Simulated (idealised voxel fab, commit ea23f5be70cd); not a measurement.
process module | voxel self aligned vias
cross-section cut | 290 nm wide | cells 5 nm
A cross-section is a grid of square cells, given in bands from the top down. A band is one or more rows of cells.
Each band's line starts with the height of the band's top and of its bottom, in nm. Then come its materials from left to right, each with its width in nm. One material with "throughout" fills the band from edge to edge. "air" is empty space.
Height 0 is the level under which the wafer as received is all one material. The lowest band goes on downwards, as in "0 down".
A width such as "30 to 40" changes by the same amount from each row of cells to the next, from the band's top row to its bottom row.
"no change" after a step means that no cell of the cross-section changed.
closed voids: empty space of 8 cells or more with no open way to the top, each as width x height at its distance from the left edge, in nm
after a step's settings: what the simulator itself notes on the step
overlay nm, on a step with a mask: how far to the right of its planned place the mask lay; to the left if negative
plan
1 op RECEIVE | material Si
2 op CONFORMAL_DEP | material SiO2 | thk nm 15
3 op CONFORMAL_DEP | material SiCN | thk nm 5
4 op DIRECTIONAL_DEP | material SiO2 | thk nm 30
5 op PATTERN | tone open | mask id LINES | material resist | width nm 30 | pitch nm 60 | thk nm 20 | overlay nm 0
6 op DIRECTIONAL_ETCH | etch materials SiO2 | depth nm 30
7 op STRIP | etch materials resist
8 op CONFORMAL_DEP | material TiN | thk nm 5
9 op FILL_DEP | material Ru | thk nm 5
10 op CMP | height nm 50
11 op SELECTIVE_ETCH | etch materials W Ru TiN | depth nm 10
12 op FILL_DEP | material SiN | thk nm 10
13 op CMP | height nm 50
14 op DIRECTIONAL_DEP | material SiO2 | thk nm 20
15 op PATTERN | tone open | mask id VIAS | material resist | width nm 40 | pitch nm 60 | thk nm 20 | overlay nm 0
16 op DIRECTIONAL_ETCH | etch materials SiO2 | depth nm 20
17 op DIRECTIONAL_ETCH | etch materials SiN | depth nm 10
18 op STRIP | etch materials resist
19 op CONFORMAL_DEP | material TiN | thk nm 5
20 op FILL_DEP | material Ru | thk nm 5
21 op CMP | height nm 70
22 op CONFORMAL_DEP | material SiN | thk nm 5
as received, after step 1
  0 down: Si throughout
  closed voids: none
a wafer at the end: this start, this plan, one mistake
  75 to 70: SiN throughout
  70 to 50: SiO2 95 | TiN 5 | Ru 30 | TiN 5 | SiO2 20 | TiN 5 | Ru 30 | TiN 5 | SiO2 95
  50 to 45: SiN 95 | TiN 10 | Ru 20 | TiN 10 | SiN 20 | TiN 10 | Ru 20 | TiN 10 | SiN 95
  45 to 40: SiO2 100 | TiN 30 | SiO2 30 | TiN 30 | SiO2 100
  40 to 20: SiO2 100 | TiN 5 | Ru 20 | TiN 5 | SiO2 30 | TiN 5 | Ru 20 | TiN 5 | SiO2 100
  20 to 15: SiO2 100 | TiN 30 | SiO2 30 | TiN 30 | SiO2 100
  15 to 0: SiO2 throughout
  0 down: Si throughout
  closed voids: none
what went wrong: step 3 was left out
